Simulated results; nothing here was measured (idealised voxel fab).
process module | voxel released beams
cross-section cut | 155 nm wide | cells 5 nm
A cross-section is a grid of square cells, given in bands from the top down. A band is one or more rows of cells.
Each band's line starts with the height of the band's top and of its bottom, in nm. Then come its materials from left to right, each with its width in nm. One material with "throughout" fills the band from edge to edge. "air" is empty space.
Height 0 is the level under which the wafer as received is all one material. The lowest band goes on downwards, as in "0 down".
A width such as "30 to 40" changes by the same amount from each row of cells to the next, from the band's top row to its bottom row.
"no change" after a step means that no cell of the cross-section changed.
closed voids: empty space of 8 cells or more with no open way to the top, each as width x height at its distance from the left edge, in nm
after a step's settings: what the simulator itself notes on the step
overlay nm, on a step with a mask: how far to the right of its planned place the mask lay; to the left if negative
plan
1 op RECEIVE | material Si
2 op CONFORMAL_DEP | material Al2O3 | thk nm 10
3 op DIRECTIONAL_DEP | material SiO2 | thk nm 10
4 op DIRECTIONAL_DEP | material aC | thk nm 15
5 op PATTERN | tone open | mask id ANCHOR | material resist | width nm 40 | thk nm 35 | overlay nm 0
6 op DIRECTIONAL_ETCH | etch materials aC | depth nm 15
7 op STRIP | etch materials resist
8 op DIRECTIONAL_ETCH | etch materials SiO2 | depth nm 10
9 op STRIP | etch materials aC
10 op CONFORMAL_DEP | material SiN | thk nm 15
11 op MASKED_ETCH | tone cover | mask id BEAM | width nm 90 | etch materials SiN | depth nm 5 | overlay nm 0
12 op STRIP | etch materials SiO2
varied across the wafers: depth nm of step 11. The plan shows the first wafer's value. All wafers start alike
first wafer as received, after step 1
  0 down: Si throughout
  closed voids: none
first wafer at the end, after step 12
  35 to 30: air 30 | SiN 20 | air 10 | SiN 60 | air 35
  30 to 25: SiN 50 | air 10 | SiN 95
  25 to 20: SiN throughout
  20 to 10: SiO2 35 | SiN 40 | SiO2 80
  10 to 0: Al2O3 throughout
  0 down: Si throughout
  closed voids: none
last wafer at the end
  35 to 25: air 30 | SiN 20 | air 10 | SiN 60 | air 35
  25 to 20: air 30 | SiN 90 | air 35
  20 to 10: air 35 | SiN 40 | air 80
  10 to 0: Al2O3 throughout
  0 down: Si throughout
  closed voids: none
each wafer at the end: cells of each material gained (+) or lost (-) since it was received, then its closed voids
depth nm 5 | +62 Al2O3 | +92 SiN | +46 SiO2 | closed voids: none
depth nm 10 | +62 Al2O3 | +79 SiN | +46 SiO2 | closed voids: none
depth nm 15 | +62 Al2O3 | +66 SiN | closed voids: none
depth nm 20 | +62 Al2O3 | +66 SiN | closed voids: none
depth nm 25 | +62 Al2O3 | +66 SiN | closed voids: none
depth nm 30 | +62 Al2O3 | +66 SiN | closed voids: none
